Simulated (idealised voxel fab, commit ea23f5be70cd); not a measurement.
The process module presented herein is designated voxel fin reveal.
Square cell edge 5 nm, section width 160 nm, ID cut.
Cross-section, as written here: a square-cell grid given band by band from the top down, where a band holds one or more rows of cells. Band: top and bottom heights (nm) first, top before bottom; then materials from left to right, widths in nm. "edge to edge" marks a sole material filling the band edge to edge. "air" denotes empty space. Height datum 0, below which the as-received substrate wafer is one material. Lowest band open at the bottom, running downward: "0 and below". A width given as "30->40" starts at the first number in the band's top row and ends at the second number in its bottom row, shifting by an equal amount at every step from row to row. "nothing different" -> step changed no cross-section cell. This entry, "Closed internal cavities", enumerates those empty regions of no fewer than 8 cells that possess no open connection to the top. Each region is reported in the form width x height at distance, the distance being taken from the left edge, with all three quantities expressed in nm. Note: text after step settings on the step line = simulator remark on that step. "overlay nm" denotes, for a step that has a mask, the displacement of the mask to the right of its planned place, with negative values corresponding to the left.

## So here's the lineup of process steps we planned
| 1 | RECEIVE (material Si) |
| 2 | CONFORMAL_DEP (material SiN; thk nm 5) |
| 3 | MASKED_ETCH (tone cover; mask id FINS; width nm 15; pitch nm 35; etch materials SiN; depth nm 5; overlay nm 0) |
| 4 | MASKED_ETCH (tone cover; mask id FINS; width nm 15; pitch nm 35; etch materials Si; depth nm 30; overlay nm 0) |
| 5 | FILL_DEP (material SiO2; thk nm 5) |
| 6 | CMP (height nm 5) |
| 7 | SELECTIVE_ETCH (etch materials SiO2; depth nm 20) |
| 8 | STRIP (etch materials SiN) |

## First of two wafers, processed according to plan

## Wafer as received: cross-section following step 1
    0 and below: Si edge to edge
    Closed internal cavities: none

## After step 2: wafer cross-section
    5 down to 0: SiN edge to edge
    No changes below 0.

## After step 3: wafer cross-section
    5 down to 0: 20 nm air | 15 nm SiN | 20 nm air | 15 nm SiN | 20 nm air | 15 nm SiN | 20 nm air | 15 nm SiN | 20 nm air
    No changes below 0.

## After step 4: wafer cross-section
    5 down to 0: 20 nm air | 15 nm SiN | 20 nm air | 15 nm SiN | 20 nm air | 15 nm SiN | 20 nm air | 15 nm SiN | 20 nm air
    0 down to -30: 20 nm air | 15 nm Si | 20 nm air | 15 nm Si | 20 nm air | 15 nm Si | 20 nm air | 15 nm Si | 20 nm air
    No changes below -30.

## After step 5: wafer cross-section
    10 down to 5: SiO2 edge to edge
    5 down to 0: 20 nm SiO2 | 15 nm SiN | 20 nm SiO2 | 15 nm SiN | 20 nm SiO2 | 15 nm SiN | 20 nm SiO2 | 15 nm SiN | 20 nm SiO2
    0 down to -30: 20 nm SiO2 | 15 nm Si | 20 nm SiO2 | 15 nm Si | 20 nm SiO2 | 15 nm Si | 20 nm SiO2 | 15 nm Si | 20 nm SiO2
    No changes below -30.

## After step 6: wafer cross-section
    5 down to 0: 20 nm SiO2 | 15 nm SiN | 20 nm SiO2 | 15 nm SiN | 20 nm SiO2 | 15 nm SiN | 20 nm SiO2 | 15 nm SiN | 20 nm SiO2
    No changes below 0.

## After step 7: wafer cross-section
    5 down to 0: 20 nm air | 15 nm SiN | 20 nm air | 15 nm SiN | 20 nm air | 15 nm SiN | 20 nm air | 15 nm SiN | 20 nm air
    0 down to -15: 20 nm air | 15 nm Si | 20 nm air | 15 nm Si | 20 nm air | 15 nm Si | 20 nm air | 15 nm Si | 20 nm air
    No changes below -15.

## After step 8: wafer cross-section
    0 down to -15: 20 nm air | 15 nm Si | 20 nm air | 15 nm Si | 20 nm air | 15 nm Si | 20 nm air | 15 nm Si | 20 nm air
    No changes below -15.

## second wafer: like start, like plan, one mistake. Through step 7 it matches the first wafer

Cross-section, second wafer, at the end time the plan gives for step 8: nothing different
Here's what went sideways: the run left out plan step 8 entirely, so it was never executed
Upon completion, the second wafer contains, in terms of cells, a greater or smaller amount of certain materials than the first wafer: 12 more of SiN
